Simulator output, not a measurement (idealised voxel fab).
Process module name: voxel local oxidation
We display cut, a cross-section 180 nm in width whose square cells are each 5 nm.
Square cells in a grid make up a cross-section in this document, and the grid is given as bands, listed from the top down, each one or more rows of cells.
What a band's entry tells you: where the top is and where the bottom is, as heights in nm, and after that what lies inside, material by material from left to right, each with its width in nm. Empty space is written as the word "air", and a single material marked with the word "throughout" occupies the band from edge to edge.
All heights in this document are referenced to 0, defined as the level beneath which the wafer, as received, consists entirely of one material. The lowest band is not bounded below; it extends indefinitely downward and is written in the form "0 and below".
With a width like "30..40", each row of cells in the band differs from the next by the same amount, the top row carrying the first number and the bottom row the second.
Where a step carries "nothing altered", the cross-section came out of it unchanged, cell for cell.
In "Enclosed internal cavities" the enclosed voids are listed, meaning empty spaces of 8 cells or larger without any opening to the top. The form is width x height at distance, distance from the left edge, units nm.
Past the settings on a step's line: simulator remark, on that step.
For masked steps, "overlay nm" on the step line gives how far right of plan the mask actually lay; a minus sign means it lay to the left.

### Process steps foreseen in the plan
1) RECEIVE with material Si
2) OXIDIZE with depth nm 5
3) CONFORMAL_DEP with material SiN, thk nm 15
4) PATTERN with tone cover, mask id ACTIVE, material resist, width nm 130, thk nm 20, overlay nm 0
5) DIRECTIONAL_ETCH with etch materials SiN, depth nm 15
6) STRIP with etch materials resist
7) SELECTIVE_ETCH with etch materials SiO2, depth nm 5
8) OXIDIZE with depth nm 15
9) STRIP with etch materials SiN

### So, the first of our two wafers, run just as we planned it

### Cross-section of the incoming wafer, state after step 1
- 0 and below: Si throughout
- Enclosed internal cavities: none

### So this is the wafer cross-section right after step 2
- 0 down to -5: SiO2 throughout
- Below -5 it's all the same as before, nothing changed down there.

### So this is the wafer cross-section right after step 3
- 15 down to 0: SiN throughout
- Below 0 it's all the same as before, nothing changed down there.

### So this is the wafer cross-section right after step 4
- 35 down to 15: 25 air / 130 resist / 25 air
- Below 15 it's all the same as before, nothing changed down there.

### So this is the wafer cross-section right after step 5
- 35 down to 15: 25 air / 130 resist / 25 air
- 15 down to 0: 25 air / 130 SiN / 25 air
- Below 0 it's all the same as before, nothing changed down there.

### So this is the wafer cross-section right after step 6
- 15 down to 0: 25 air / 130 SiN / 25 air
- Below 0 it's all the same as before, nothing changed down there.

### So this is the wafer cross-section right after step 7
- 15 down to 0: 25 air / 130 SiN / 25 air
- 0 down to -5: 30 air / 120 SiO2 / 30 air
- Below -5 it's all the same as before, nothing changed down there.

### So this is the wafer cross-section right after step 8
- 15 down to 0: 25 air / 130 SiN / 25 air
- 0 down to -5: 30 air / 120 SiO2 / 30 air
- -5 down to -20: 45 SiO2 / 90 Si / 45 SiO2
- Below -20 it's all the same as before, nothing changed down there.

### So this is the wafer cross-section right after step 9
- 0 down to -5: 30 air / 120 SiO2 / 30 air
- Below -5 it's all the same as before, nothing changed down there.

### Second wafer - shared start and plan with the first - one error in running - same as the first up to step 8 inclusive

Second wafer, cut view, end of step 9 per plan: nothing altered
Which mistake was made when the wafer was run? plan step 9 skipped
Materials where the second wafer ends with more or fewer cells than the first: SiN +78
